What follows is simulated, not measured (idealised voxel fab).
Process module under the name voxel double patterning
Cross-sectional view cut (width: 235 nm; square cell size: 5 nm).
If you're reading a cross-section in this doc, picture square cells in a grid; it comes to you as bands, top ones listed first down to the bottom, and a band can be one or more rows of cells. For a band, the entry starts with two heights in nm, that of the top and then that of the bottom, and carries on with the band's materials in order from left to right, each alongside its width in nm; the word "edge to edge" beside a single material means it fills the band edge to edge, and "air" means empty space. Heights are reckoned from 0. Under this level, the received wafer is all of one material. The bottommost band is open-ended downward, for example "0 -> down". Read "30..40" as a graded width: first number on top, second number at the bottom, same change between each pair of neighbouring rows. What does "changes: none" mean for a step? It means no cell of the cross-section changed in that step. Heads up: "Closed void listing" only lists the empty pockets with no open path to the top that are 8 cells or more, and it writes them as width x height at distance, distance from the left edge, in nm. Formally, on a step line, whatever follows the settings is a remark that the simulator itself makes on the step. "overlay nm" denotes, for a step that has a mask, the displacement of the mask to the right of its planned place, with negative values corresponding to the left.

## The steps planned for the process are as follows
1 RECEIVE with material Si
2 CONFORMAL_DEP with material SiO2, thk nm 10
3 DIRECTIONAL_DEP with material W, thk nm 15
4 DIRECTIONAL_DEP with material SiN, thk nm 10
5 MASKED_ETCH with tone open, mask id FIRST, width nm 15, pitch nm 50, etch materials SiN, depth nm 10, overlay nm 0
6 DIRECTIONAL_DEP with material aC, thk nm 15
7 PATTERN with tone open, mask id SECOND, material resist, width nm 15, pitch nm 50, thk nm 35, overlay nm 0
8 DIRECTIONAL_ETCH with etch materials aC, depth nm 15
9 STRIP with etch materials resist
10 DIRECTIONAL_ETCH with etch materials SiN, depth nm 10
11 STRIP with etch materials aC
12 DIRECTIONAL_ETCH with etch materials W, depth nm 15
13 STRIP with etch materials SiN

## As-received wafer cross-section (after step 1)
    0 -> down | Si edge to edge
    Closed void listing: none

## End state of the module in cross-section, given the above starting point and plan and one mistake in execution
    15 -> 0 | 60 of W | 15 of air | 10 of W | 15 of air | 10 of W | 15 of air | 10 of W | 15 of air | 10 of W | 15 of air | 60 of W
    0 -> down | Si edge to edge
    Closed void listing: none
What broke from the plan during processing? step 2 in the plan did not get run; it was skipped
